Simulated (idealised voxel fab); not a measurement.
process module | voxel ribs on slabs
cross-section cut | 160 nm wide | cells 5 nm
A cross-section is a grid of square cells, given in bands from the top down. A band is one or more rows of cells.
Each band's line starts with the height of the band's top and of its bottom, in nm. Then come its materials from left to right, each with its width in nm. One material with "throughout" fills the band from edge to edge. "air" is empty space.
Height 0 is the level under which the wafer as received is all one material. The lowest band goes on downwards, as in "0 down".
A width such as "30 to 40" changes by the same amount from each row of cells to the next, from the band's top row to its bottom row.
"no change" after a step means that no cell of the cross-section changed.
closed voids: empty space of 8 cells or more with no open way to the top, each as width x height at its distance from the left edge, in nm
after a step's settings: what the simulator itself notes on the step
overlay nm, on a step with a mask: how far to the right of its planned place the mask lay; to the left if negative
plan
1 op RECEIVE | material Si
2 op DIRECTIONAL_DEP | material SiO2 | thk nm 25
3 op DIRECTIONAL_DEP | material polySi | thk nm 20
4 op MASKED_ETCH | tone cover | mask id RIB | width nm 20 | etch materials polySi | depth nm 5 | overlay nm 0
5 op DIRECTIONAL_DEP | material aC | thk nm 10
6 op PATTERN | tone cover | mask id SLAB | material resist | width nm 50 | thk nm 25 | overlay nm 0
7 op DIRECTIONAL_ETCH | etch materials aC | depth nm 5
8 op STRIP | etch materials resist
9 op DIRECTIONAL_ETCH | etch materials polySi | depth nm 15
10 op STRIP | etch materials aC
11 op FILL_DEP | material SiO2 | thk nm 25
12 op CMP | height nm 60
13 op DIRECTIONAL_DEP | material TiN | thk nm 5
14 op DIRECTIONAL_DEP | material aC | thk nm 15
15 op PATTERN | tone cover | mask id HEATER | material resist | width nm 30 | thk nm 30 | overlay nm 0
16 op DIRECTIONAL_ETCH | etch materials aC | depth nm 15
17 op STRIP | etch materials resist
18 op DIRECTIONAL_ETCH | etch materials TiN | depth nm 5
19 op STRIP | etch materials aC
20 op CONFORMAL_DEP | material SiN | thk nm 10
varied across the wafers: depth nm of step 7. The plan shows the first wafer's value. All wafers start alike
first wafer as received, after step 1
  0 down: Si throughout
  closed voids: none
first wafer at the end, after step 20
  75 to 70: air 55 | SiN 50 | air 55
  70 to 65: SiN throughout
  65 to 60: SiN 65 | TiN 30 | SiN 65
  60 to 45: SiO2 throughout
  45 to 40: SiO2 70 | polySi 20 | SiO2 70
  40 to 25: polySi throughout
  25 to 0: SiO2 throughout
  0 down: Si throughout
  closed voids: none
last wafer at the end
  75 to 70: air 55 | SiN 50 | air 55
  70 to 65: SiN throughout
  65 to 60: SiN 65 | TiN 30 | SiN 65
  60 to 45: SiO2 throughout
  45 to 40: SiO2 70 | polySi 20 | SiO2 70
  40 to 25: SiO2 55 | polySi 50 | SiO2 55
  25 to 0: SiO2 throughout
  0 down: Si throughout
  closed voids: none
each wafer at the end: cells of each material gained (+) or lost (-) since it was received, then its closed voids
depth nm 5 | +68 SiN | +284 SiO2 | +6 TiN | +100 polySi | closed voids: none
depth nm 10 | +68 SiN | +350 SiO2 | +6 TiN | +34 polySi | closed voids: none
depth nm 15 | +68 SiN | +350 SiO2 | +6 TiN | +34 polySi | closed voids: none
depth nm 20 | +68 SiN | +350 SiO2 | +6 TiN | +34 polySi | closed voids: none
depth nm 25 | +68 SiN | +350 SiO2 | +6 TiN | +34 polySi | closed voids: none
